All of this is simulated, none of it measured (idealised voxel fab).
This section sets out a process module, namely voxel air gaps.
The width of the displayed cross-section, cut, is 155 nm; its cells are square, with a size of 5 nm.
This document writes a cross-section as a grid whose cells are square, and gives it as bands, listed from the top down; one or more rows of cells form a band. Band entry format. Leading values: height of top, height of bottom, nm. Remainder: materials in left-to-right order, each with its width in nm. Special words: "full width" on a single material, which then fills the band edge to edge; "blank", empty space. Basically, 0 is our baseline, since under it the wafer straight out of the box is all one material. The bottom band has no lower end and keeps on going down, so it looks like "0 down". Think of "30->40" as a width that walks from the first number to the second as you go down the band, top row to bottom row, taking equal-sized steps from row to row. Step marked "no change occurred"? Then no cell in the cross-section changed in it. "Enclosed void inventory" contains a list of empty spaces, each no smaller than 8 cells and without an open way to the top, written in the form width x height at distance with the distance from the left edge and all three in nm. Anything after a step's settings on that line? It's the simulator's own note about the step. overlay nm: mask offset rightward from planned place, masked step; negative means leftward offset.

Process steps - plan:
- 1: RECEIVE [material Si]
- 2: CONFORMAL_DEP [material SiO2] [thk nm 10]
- 3: CONFORMAL_DEP [material SiN] [thk nm 5]
- 4: DIRECTIONAL_DEP [material SiO2] [thk nm 30]
- 5: DIRECTIONAL_DEP [material aC] [thk nm 10]
- 6: PATTERN [tone open] [mask id LINES] [material resist] [width nm 20] [pitch nm 45] [thk nm 30] [overlay nm 0]
- 7: DIRECTIONAL_ETCH [etch materials aC] [depth nm 10]
- 8: STRIP [etch materials resist]
- 9: DIRECTIONAL_ETCH [etch materials SiO2] [depth nm 30]
- 10: STRIP [etch materials aC]
- 11: CONFORMAL_DEP [material TiN] [thk nm 5]
- 12: FILL_DEP [material Ru] [thk nm 5]
- 13: CMP [height nm 45]
- 14: EPI [material Ru] [thk nm 10]
- 15: SELECTIVE_ETCH [etch materials SiO2] [depth nm 40]
- 16: CONFORMAL_DEP [material SiCN] [thk nm 5]

First of two wafers, processed according to plan:

Step 1 complete: cross-section of the wafer as received:
    0 down = Si full width
    Enclosed void inventory: none

The wafer, seen in cross-section, after step 2:
    10 to 0 = SiO2 full width
    Whatever lies below 0 is exactly as it was before.

The wafer, seen in cross-section, after step 3:
    15 to 10 = SiN full width
    Whatever lies below 10 is exactly as it was before.

The wafer, seen in cross-section, after step 4:
    45 to 15 = SiO2 full width
    Whatever lies below 15 is exactly as it was before.

The wafer, seen in cross-section, after step 5:
    55 to 45 = aC full width
    Whatever lies below 45 is exactly as it was before.

The wafer, seen in cross-section, after step 6:
    85 to 55 = resist 20  blank 20  resist 25  blank 20  resist 25  blank 20  resist 25
    Whatever lies below 55 is exactly as it was before.

The wafer, seen in cross-section, after step 7:
    75 to 55 = resist 20  blank 20  resist 25  blank 20  resist 25  blank 20  resist 25
    55 to 45 = aC 20  blank 20  aC 25  blank 20  aC 25  blank 20  aC 25
    Whatever lies below 45 is exactly as it was before.

The wafer, seen in cross-section, after step 8:
    55 to 45 = aC 20  blank 20  aC 25  blank 20  aC 25  blank 20  aC 25
    Whatever lies below 45 is exactly as it was before.

The wafer, seen in cross-section, after step 9:
    55 to 45 = aC 20  blank 20  aC 25  blank 20  aC 25  blank 20  aC 25
    45 to 15 = SiO2 20  blank 20  SiO2 25  blank 20  SiO2 25  blank 20  SiO2 25
    Whatever lies below 15 is exactly as it was before.

The wafer, seen in cross-section, after step 10:
    45 to 15 = SiO2 20  blank 20  SiO2 25  blank 20  SiO2 25  blank 20  SiO2 25
    Whatever lies below 15 is exactly as it was before.

The wafer, seen in cross-section, after step 11:
    50 to 45 = TiN 25  blank 10  TiN 35  blank 10  TiN 35  blank 10  TiN 30
    45 to 20 = SiO2 20  TiN 5  blank 10  TiN 5  SiO2 25  TiN 5  blank 10  TiN 5  SiO2 25  TiN 5  blank 10  TiN 5  SiO2 25
    20 to 15 = SiO2 20  TiN 20  SiO2 25  TiN 20  SiO2 25  TiN 20  SiO2 25
    Whatever lies below 15 is exactly as it was before.

The wafer, seen in cross-section, after step 12:
    55 to 50 = Ru full width
    50 to 45 = TiN 25  Ru 10  TiN 35  Ru 10  TiN 35  Ru 10  TiN 30
    45 to 20 = SiO2 20  TiN 5  Ru 10  TiN 5  SiO2 25  TiN 5  Ru 10  TiN 5  SiO2 25  TiN 5  Ru 10  TiN 5  SiO2 25
    Whatever lies below 20 is exactly as it was before.

The wafer, seen in cross-section, after step 13:
    45 to 20 = SiO2 20  TiN 5  Ru 10  TiN 5  SiO2 25  TiN 5  Ru 10  TiN 5  SiO2 25  TiN 5  Ru 10  TiN 5  SiO2 25
    Whatever lies below 20 is exactly as it was before.

The wafer, seen in cross-section, after step 14:
    55 to 45 = blank 10  Ru 40  blank 5  Ru 40  blank 5  Ru 40  blank 15
    Whatever lies below 45 is exactly as it was before.

The wafer, seen in cross-section, after step 15:
    55 to 45 = blank 10  Ru 40  blank 5  Ru 40  blank 5  Ru 40  blank 15
    45 to 20 = blank 20  TiN 5  Ru 10  TiN 5  blank 25  TiN 5  Ru 10  TiN 5  blank 25  TiN 5  Ru 10  TiN 5  blank 25
    20 to 15 = blank 20  TiN 20  blank 25  TiN 20  blank 25  TiN 20  blank 25
    Whatever lies below 15 is exactly as it was before.

The wafer, seen in cross-section, after step 16:
    60 to 55 = blank 5  SiCN 140  blank 10
    55 to 45 = blank 5  SiCN 5  Ru 40  SiCN 5  Ru 40  SiCN 5  Ru 40  SiCN 5  blank 10
    45 to 40 = blank 5  SiCN 15  TiN 5  Ru 10  TiN 5  SiCN 25  TiN 5  Ru 10  TiN 5  SiCN 25  TiN 5  Ru 10  TiN 5  SiCN 15  blank 10
    40 to 20 = blank 15  SiCN 5  TiN 5  Ru 10  TiN 5  SiCN 5  blank 15  SiCN 5  TiN 5  Ru 10  TiN 5  SiCN 5  blank 15  SiCN 5  TiN 5  Ru 10  TiN 5  SiCN 5  blank 20
    20 to 15 = SiCN 20  TiN 20  SiCN 25  TiN 20  SiCN 25  TiN 20  SiCN 25
    Whatever lies below 15 is exactly as it was before.
    Enclosed void inventory: 15 x 20 at 45; 15 x 20 at 90

Second wafer: same start and same plan as the first, one execution error; identical to the first through step 11:

When step 12 should have ended:
    55 to 50 = SiN full width
    50 to 45 = TiN 25  SiN 10  TiN 35  SiN 10  TiN 35  SiN 10  TiN 30
    45 to 20 = SiO2 20  TiN 5  SiN 10  TiN 5  SiO2 25  TiN 5  SiN 10  TiN 5  SiO2 25  TiN 5  SiN 10  TiN 5  SiO2 25
    Whatever lies below 20 is exactly as it was before.

When step 13 should have ended:
    45 to 20 = SiO2 20  TiN 5  SiN 10  TiN 5  SiO2 25  TiN 5  SiN 10  TiN 5  SiO2 25  TiN 5  SiN 10  TiN 5  SiO2 25
    Whatever lies below 20 is exactly as it was before.

When step 14 should have ended:
    55 to 45 = blank 10  Ru 40  blank 5  Ru 40  blank 5  Ru 40  blank 15
    Whatever lies below 45 is exactly as it was before.

When step 15 should have ended:
    55 to 45 = blank 10  Ru 40  blank 5  Ru 40  blank 5  Ru 40  blank 15
    45 to 20 = blank 20  TiN 5  SiN 10  TiN 5  blank 25  TiN 5  SiN 10  TiN 5  blank 25  TiN 5  SiN 10  TiN 5  blank 25
    20 to 15 = blank 20  TiN 20  blank 25  TiN 20  blank 25  TiN 20  blank 25
    Whatever lies below 15 is exactly as it was before.

When step 16 should have ended:
    60 to 55 = blank 5  SiCN 140  blank 10
    55 to 45 = blank 5  SiCN 5  Ru 40  SiCN 5  Ru 40  SiCN 5  Ru 40  SiCN 5  blank 10
    45 to 40 = blank 5  SiCN 15  TiN 5  SiN 10  TiN 5  SiCN 25  TiN 5  SiN 10  TiN 5  SiCN 25  TiN 5  SiN 10  TiN 5  SiCN 15  blank 10
    40 to 20 = blank 15  SiCN 5  TiN 5  SiN 10  TiN 5  SiCN 5  blank 15  SiCN 5  TiN 5  SiN 10  TiN 5  SiCN 5  blank 15  SiCN 5  TiN 5  SiN 10  TiN 5  SiCN 5  blank 20
    20 to 15 = SiCN 20  TiN 20  SiCN 25  TiN 20  SiCN 25  TiN 20  SiCN 25
    Whatever lies below 15 is exactly as it was before.
    Enclosed void inventory: 15 x 20 at 45; 15 x 20 at 90
Deviation from plan: step 12 was run on a setting that differed from the plan, and what really ran there is FILL_DEP [material SiN] [thk nm 5]
The closing comparison, in cells, has the second wafer with more or fewer of some materials than the first: Ru -30 | SiN +30
